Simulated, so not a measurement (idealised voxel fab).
voxel self aligned contacts: a process module
Square cells of 5 nm make up the cross-section cut, whose width is 250 nm.
For the purposes of this document, a cross-section shall be understood as a grid of square cells, specified as bands listed in top-to-bottom order, each band consisting of one or more rows of cells. The entry gives the band's vertical extent as a top height and a bottom height in nm, then its horizontal make-up as materials from left to right, each with a width in nm. "blank" stands for empty space; a single material marked "throughout" fills the band edge to edge. Height reference: 0 = level under which incoming wafer is all one material. Lowest band: no bottom, runs on downward, e.g. "top 0, no bottom". When a width is written as two numbers, as in "30->40", the first number is the width in the top row of cells of the band and the second is the width in its bottom row, and the width changes by the same amount from each row to the next. Step marked "no alterations made"? Then no cell in the cross-section changed in it. Entry "Enclosed void inventory". Content: empty spaces with no open connection to the top, size 8 cells or greater. Each: width x height at distance. Distance: from left edge. Unit: nm. It should be noted that, on the line of a given step, the content following the step's settings is a remark produced by the simulator itself with respect to that step. overlay nm: on a step with a mask, how far right of its planned place the mask lay; negative means left.
## Process steps - plan
| 1 | RECEIVE,material Si |
| 2 | CONFORMAL_DEP,material SiO2,thk nm 5 |
| 3 | DIRECTIONAL_DEP,material polySi,thk nm 20 |
| 4 | DIRECTIONAL_DEP,material SiN,thk nm 20 |
| 5 | DIRECTIONAL_DEP,material aC,thk nm 15 |
| 6 | PATTERN,tone cover,mask id GATE,material resist,width nm 35,pitch nm 70,thk nm 35,overlay nm 0 |
| 7 | DIRECTIONAL_ETCH,etch materials aC,depth nm 15 |
| 8 | STRIP,etch materials resist |
| 9 | DIRECTIONAL_ETCH,etch materials SiN,depth nm 20 |
| 10 | DIRECTIONAL_ETCH,etch materials polySi,depth nm 20 |
| 11 | STRIP,etch materials aC |
| 12 | CONFORMAL_DEP,material SiN,thk nm 5 |
| 13 | DIRECTIONAL_ETCH,etch materials SiN,depth nm 5 |
| 14 | FILL_DEP,material SiO2,thk nm 10 |
| 15 | CMP,height nm 50 |
| 16 | DIRECTIONAL_DEP,material aC,thk nm 15 |
| 17 | PATTERN,tone open,mask id CONTACT,material resist,width nm 45,thk nm 30,overlay nm 0 |
| 18 | DIRECTIONAL_ETCH,etch materials aC,depth nm 15 |
| 19 | STRIP,etch materials resist |
| 20 | DIRECTIONAL_ETCH,etch materials SiO2,depth nm 50 |
| 21 | STRIP,etch materials aC |
| 22 | CONFORMAL_DEP,material TiN,thk nm 5 |
| 23 | FILL_DEP,material W,thk nm 10 |
| 24 | CMP,height nm 50 |
| 25 | CONFORMAL_DEP,material SiCN,thk nm 5 |
Variable across wafers: step 17 width nm (plan value is that of the first wafer; starting state common to all).
## As-received cross-section, first of several wafers, post step 1
    top 0, no bottom: Si throughout
    Enclosed void inventory: none
## each wafer at the end: cells of each material gained (+) or lost (-) since it was received, then its closed voids
width nm 45 | +50 SiCN | +88 SiN | +302 SiO2 | +27 TiN | +27 W | +56 polySi | Enclosed void inventory: none
width nm 50 | +50 SiCN | +88 SiN | +301 SiO2 | +28 TiN | +27 W | +56 polySi | Enclosed void inventory: none
width nm 55 | +50 SiCN | +88 SiN | +300 SiO2 | +29 TiN | +27 W | +56 polySi | Enclosed void inventory: none
width nm 60 | +50 SiCN | +88 SiN | +299 SiO2 | +30 TiN | +27 W | +56 polySi | Enclosed void inventory: none
width nm 65 | +50 SiCN | +88 SiN | +298 SiO2 | +31 TiN | +27 W | +56 polySi | Enclosed void inventory: none
width nm 70 | +50 SiCN | +88 SiN | +297 SiO2 | +32 TiN | +27 W | +56 polySi | Enclosed void inventory: none
